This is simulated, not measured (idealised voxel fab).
The name of this process module is voxel released beams.
Square cells of 5 nm make up the cross-section cut, whose width is 270 nm.
When this document writes out a cross-section, it uses a grid of square cells and lists it as bands, beginning at the top and moving down, with a band standing for one or more rows of cells. Basically the band line says how high the top is and how high the bottom is, in nm, and then what's in it from left to right, every material with its width in nm. Empty space shows up as "empty", and if a single material carries "full width" it runs the full band edge to edge. Basically, 0 is our baseline, since under it the wafer straight out of the box is all one material. The bottom band has no lower end and keeps on going down, so it looks like "top 0, no bottom". Quick explanation for "30..40": the width changes in equal steps down the rows of cells, from the first number in the band's top row to the second number in its bottom row. What does "stayed the same" mean for a step? It means no cell of the cross-section changed in that step. Listed in "Voids, enclosed": every empty space of 8 or more cells without an open way to the top. Form: width x height at distance, the distance being from the left edge, all in nm. Anything after a step's settings on that line? It's the simulator's own note about the step. overlay nm: mask offset rightward from planned place, masked step; negative means leftward offset.
**Steps planned for the process**
1: RECEIVE | material Si
2: CONFORMAL_DEP | material Al2O3 | thk nm 5
3: DIRECTIONAL_DEP | material SiO2 | thk nm 15
4: DIRECTIONAL_DEP | material aC | thk nm 10
5: PATTERN | tone open | mask id ANCHOR | material resist | width nm 35 | thk nm 30 | overlay nm 0
6: DIRECTIONAL_ETCH | etch materials aC | depth nm 10
7: STRIP | etch materials resist
8: DIRECTIONAL_ETCH | etch materials SiO2 | depth nm 15
9: STRIP | etch materials aC
10: CONFORMAL_DEP | material SiN | thk nm 10
11: DIRECTIONAL_DEP | material aC | thk nm 10
12: PATTERN | tone cover | mask id BEAM | material resist | width nm 105 | thk nm 25 | overlay nm 0
13: DIRECTIONAL_ETCH | etch materials aC | depth nm 10
14: STRIP | etch materials resist
15: DIRECTIONAL_ETCH | etch materials SiN | depth nm 10
16: STRIP | etch materials aC
17: STRIP | etch materials SiO2
**First out of two wafers; run went to plan**
**Cross-section of the wafer as it came to us, i.e., already through step 1**
  top 0, no bottom = Si full width
  Voids, enclosed: none
**After step 2, in cross-section**
  top 5, bottom 0 = Al2O3 full width
  All layers under 0 are left as they were.
**After step 3, in cross-section**
  top 20, bottom 5 = SiO2 full width
  All layers under 5 are left as they were.
**After step 4, in cross-section**
  top 30, bottom 20 = aC full width
  All layers under 20 are left as they were.
**After step 5, in cross-section**
  top 60, bottom 30 = 85 nm resist | 35 nm empty | 150 nm resist
  All layers under 30 are left as they were.
**After step 6, in cross-section**
  top 50, bottom 30 = 85 nm resist | 35 nm empty | 150 nm resist
  top 30, bottom 20 = 85 nm aC | 35 nm empty | 150 nm aC
  All layers under 20 are left as they were.
**After step 7, in cross-section**
  top 30, bottom 20 = 85 nm aC | 35 nm empty | 150 nm aC
  All layers under 20 are left as they were.
**After step 8, in cross-section**
  top 30, bottom 20 = 85 nm aC | 35 nm empty | 150 nm aC
  top 20, bottom 5 = 85 nm SiO2 | 35 nm empty | 150 nm SiO2
  All layers under 5 are left as they were.
**After step 9, in cross-section**
  top 20, bottom 5 = 85 nm SiO2 | 35 nm empty | 150 nm SiO2
  All layers under 5 are left as they were.
**After step 10, in cross-section**
  top 30, bottom 20 = 95 nm SiN | 15 nm empty | 160 nm SiN
  top 20, bottom 15 = 85 nm SiO2 | 10 nm SiN | 15 nm empty | 10 nm SiN | 150 nm SiO2
  top 15, bottom 5 = 85 nm SiO2 | 35 nm SiN | 150 nm SiO2
  All layers under 5 are left as they were.
**After step 11, in cross-section**
  top 40, bottom 30 = 95 nm aC | 15 nm empty | 160 nm aC
  top 30, bottom 25 = 95 nm SiN | 15 nm empty | 160 nm SiN
  top 25, bottom 20 = 95 nm SiN | 15 nm aC | 160 nm SiN
  top 20, bottom 15 = 85 nm SiO2 | 10 nm SiN | 15 nm aC | 10 nm SiN | 150 nm SiO2
  All layers under 15 are left as they were.
**After step 12, in cross-section**
  top 65, bottom 40 = 80 nm empty | 105 nm resist | 85 nm empty
  top 40, bottom 30 = 95 nm aC | 15 nm resist | 160 nm aC
  top 30, bottom 25 = 95 nm SiN | 15 nm resist | 160 nm SiN
  All layers under 25 are left as they were.
**After step 13, in cross-section**
  top 55, bottom 40 = 80 nm empty | 105 nm resist | 85 nm empty
  top 40, bottom 30 = 80 nm empty | 15 nm aC | 15 nm resist | 75 nm aC | 85 nm empty
  All layers under 30 are left as they were.
**After step 14, in cross-section**
  top 40, bottom 30 = 80 nm empty | 15 nm aC | 15 nm empty | 75 nm aC | 85 nm empty
  top 30, bottom 25 = 95 nm SiN | 15 nm empty | 160 nm SiN
  All layers under 25 are left as they were.
**After step 15, in cross-section**
  top 40, bottom 30 = 80 nm empty | 15 nm aC | 15 nm empty | 75 nm aC | 85 nm empty
  top 30, bottom 25 = 80 nm empty | 15 nm SiN | 15 nm empty | 75 nm SiN | 85 nm empty
  top 25, bottom 20 = 80 nm empty | 15 nm SiN | 15 nm aC | 75 nm SiN | 85 nm empty
  All layers under 20 are left as they were.
**After step 16, in cross-section**
  top 30, bottom 20 = 80 nm empty | 15 nm SiN | 15 nm empty | 75 nm SiN | 85 nm empty
  top 20, bottom 15 = 85 nm SiO2 | 10 nm SiN | 15 nm empty | 10 nm SiN | 150 nm SiO2
  All layers under 15 are left as they were.
**After step 17, in cross-section**
  top 30, bottom 20 = 80 nm empty | 15 nm SiN | 15 nm empty | 75 nm SiN | 85 nm empty
  top 20, bottom 15 = 85 nm empty | 10 nm SiN | 15 nm empty | 10 nm SiN | 150 nm empty
  top 15, bottom 5 = 85 nm empty | 35 nm SiN | 150 nm empty
  All layers under 5 are left as they were.
**The remaining wafer, second of the two, started like the first and was run to the same plan, except that one mistake was made along the way; the two coincide through step 14, inclusive**
**Second wafer, sectioned view, at step 15's planned end time**
  top 40, bottom 30 = 80 nm empty | 15 nm aC | 15 nm empty | 75 nm aC | 85 nm empty
  top 30, bottom 25 = 80 nm empty | 15 nm SiN | 15 nm empty | 75 nm SiN | 85 nm empty
  All layers under 25 are left as they were.
**Second wafer, sectioned view, at step 16's planned end time**
  top 30, bottom 25 = 80 nm empty | 15 nm SiN | 15 nm empty | 75 nm SiN | 85 nm empty
  top 25, bottom 20 = 95 nm SiN | 15 nm empty | 160 nm SiN
  top 20, bottom 15 = 85 nm SiO2 | 10 nm SiN | 15 nm empty | 10 nm SiN | 150 nm SiO2
  All layers under 15 are left as they were.
Second wafer, sectioned view, at step 17's planned end time: stayed the same
What broke from the plan during processing? heads up, step 15 didn't go per plan, it actually ran as DIRECTIONAL_ETCH | etch materials SiN | depth nm 5
Final cells, second wafer relative to first, materials higher or lower: 33 more of SiN | 141 more of SiO2
